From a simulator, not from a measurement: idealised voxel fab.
The process module that follows is named voxel spacer lines.
In the cross-section labelled cut, the width is 145 nm and each square cell is 5 nm.
Cross-section, as written here: a square-cell grid given band by band from the top down, where a band holds one or more rows of cells. Basically the band line says how high the top is and how high the bottom is, in nm, and then what's in it from left to right, every material with its width in nm. Empty space shows up as "air", and if a single material carries "all across" it runs the full band edge to edge. Heights are reckoned from 0. Under this level, the received wafer is all of one material. The bottommost band is open-ended downward, for example "0..down". Top row gets the first number, bottom row gets the second, and each row in between changes by the same step: that is how a band width like "30->40" works. Reading "nothing changed" for a step: not a cell of the cross-section changed in it. So "Completely enclosed voids" is basically the list of trapped voids: any empty space of 8 cells or more that can't reach the top through an opening. They're written width x height at distance, the distance being from the left edge, and it's all nm. Formally, on a step line, whatever follows the settings is a remark that the simulator itself makes on the step. overlay nm: mask offset rightward from planned place, masked step; negative means leftward offset.

THE PROCESS STEPS THAT WERE PLANNED ARE LISTED BELOW
1 RECEIVE,material Si
2 CONFORMAL_DEP,material Al2O3,thk nm 5
3 DIRECTIONAL_DEP,material TiN,thk nm 20
4 DIRECTIONAL_DEP,material polySi,thk nm 30
5 PATTERN,tone cover,mask id MANDREL,material resist,width nm 15,pitch nm 50,thk nm 35,overlay nm 0
6 DIRECTIONAL_ETCH,etch materials polySi,depth nm 30
7 STRIP,etch materials resist
8 CONFORMAL_DEP,material SiO2,thk nm 10
9 DIRECTIONAL_ETCH,etch materials SiO2,depth nm 10
10 STRIP,etch materials polySi
11 DIRECTIONAL_ETCH,etch materials TiN,depth nm 20
12 STRIP,etch materials SiO2
13 FILL_DEP,material lowk,thk nm 5
14 CMP,height nm 25

ON THE FIRST OF THE TWO WAFERS: RUN CONDUCTED ACCORDING TO PLAN

AS RECEIVED, AFTER STEP 1
> 0..down: Si all across
> Completely enclosed voids: none

CROSS-SECTION OF THE WAFER SUBSEQUENT TO STEP 2
> 5..0: Al2O3 all across
> Under 0: no change, same as before.

CROSS-SECTION OF THE WAFER SUBSEQUENT TO STEP 3
> 25..5: TiN all across
> Under 5: no change, same as before.

CROSS-SECTION OF THE WAFER SUBSEQUENT TO STEP 4
> 55..25: polySi all across
> Under 25: no change, same as before.

CROSS-SECTION OF THE WAFER SUBSEQUENT TO STEP 5
> 90..55: air: 15; resist: 15; air: 35; resist: 15; air: 35; resist: 15; air: 15
> Under 55: no change, same as before.

CROSS-SECTION OF THE WAFER SUBSEQUENT TO STEP 6
> 90..55: air: 15; resist: 15; air: 35; resist: 15; air: 35; resist: 15; air: 15
> 55..25: air: 15; polySi: 15; air: 35; polySi: 15; air: 35; polySi: 15; air: 15
> Under 25: no change, same as before.

CROSS-SECTION OF THE WAFER SUBSEQUENT TO STEP 7
> 55..25: air: 15; polySi: 15; air: 35; polySi: 15; air: 35; polySi: 15; air: 15
> Under 25: no change, same as before.

CROSS-SECTION OF THE WAFER SUBSEQUENT TO STEP 8
> 65..55: air: 5; SiO2: 35; air: 15; SiO2: 35; air: 15; SiO2: 35; air: 5
> 55..35: air: 5; SiO2: 10; polySi: 15; SiO2: 10; air: 15; SiO2: 10; polySi: 15; SiO2: 10; air: 15; SiO2: 10; polySi: 15; SiO2: 10; air: 5
> 35..25: SiO2: 15; polySi: 15; SiO2: 35; polySi: 15; SiO2: 35; polySi: 15; SiO2: 15
> Under 25: no change, same as before.

CROSS-SECTION OF THE WAFER SUBSEQUENT TO STEP 9
> 55..25: air: 5; SiO2: 10; polySi: 15; SiO2: 10; air: 15; SiO2: 10; polySi: 15; SiO2: 10; air: 15; SiO2: 10; polySi: 15; SiO2: 10; air: 5
> Under 25: no change, same as before.

CROSS-SECTION OF THE WAFER SUBSEQUENT TO STEP 10
> 55..25: air: 5; SiO2: 10; air: 15; SiO2: 10; air: 15; SiO2: 10; air: 15; SiO2: 10; air: 15; SiO2: 10; air: 15; SiO2: 10; air: 5
> Under 25: no change, same as before.

CROSS-SECTION OF THE WAFER SUBSEQUENT TO STEP 11
> 55..25: air: 5; SiO2: 10; air: 15; SiO2: 10; air: 15; SiO2: 10; air: 15; SiO2: 10; air: 15; SiO2: 10; air: 15; SiO2: 10; air: 5
> 25..5: air: 5; TiN: 10; air: 15; TiN: 10; air: 15; TiN: 10; air: 15; TiN: 10; air: 15; TiN: 10; air: 15; TiN: 10; air: 5
> Under 5: no change, same as before.

CROSS-SECTION OF THE WAFER SUBSEQUENT TO STEP 12
> 25..5: air: 5; TiN: 10; air: 15; TiN: 10; air: 15; TiN: 10; air: 15; TiN: 10; air: 15; TiN: 10; air: 15; TiN: 10; air: 5
> Under 5: no change, same as before.

CROSS-SECTION OF THE WAFER SUBSEQUENT TO STEP 13
> 30..25: lowk all across
> 25..5: lowk: 5; TiN: 10; lowk: 15; TiN: 10; lowk: 15; TiN: 10; lowk: 15; TiN: 10; lowk: 15; TiN: 10; lowk: 15; TiN: 10; lowk: 5
> Under 5: no change, same as before.

CROSS-SECTION OF THE WAFER SUBSEQUENT TO STEP 14
> 25..5: lowk: 5; TiN: 10; lowk: 15; TiN: 10; lowk: 15; TiN: 10; lowk: 15; TiN: 10; lowk: 15; TiN: 10; lowk: 15; TiN: 10; lowk: 5
> Under 5: no change, same as before.

IT IS TO BE NOTED THAT THE SECOND WAFER PROCEEDED FROM THE SAME INITIAL STATE AND ACCORDING TO THE SAME PLAN AS THE FIRST, ALTHOUGH ONE MISTAKE WAS COMMITTED IN ITS EXECUTION; THROUGH STEP 13, INCLUSIVE, THE TWO WAFERS SHARE AN IDENTICAL HISTORY

CROSS-SECTION OF THE SECOND WAFER WHEN, ACCORDING TO PLAN, STEP 14 SHOULD HAVE FINISHED
> 15..5: lowk: 5; TiN: 10; lowk: 15; TiN: 10; lowk: 15; TiN: 10; lowk: 15; TiN: 10; lowk: 15; TiN: 10; lowk: 15; TiN: 10; lowk: 5
> Under 5: no change, same as before.
Misprocessing identified: step 14 went in with a setting other than planned; the actual run was CMP,height nm 15
The closing comparison, in cells, has the second wafer with more or fewer of some materials than the first: -24 TiN, -34 lowk
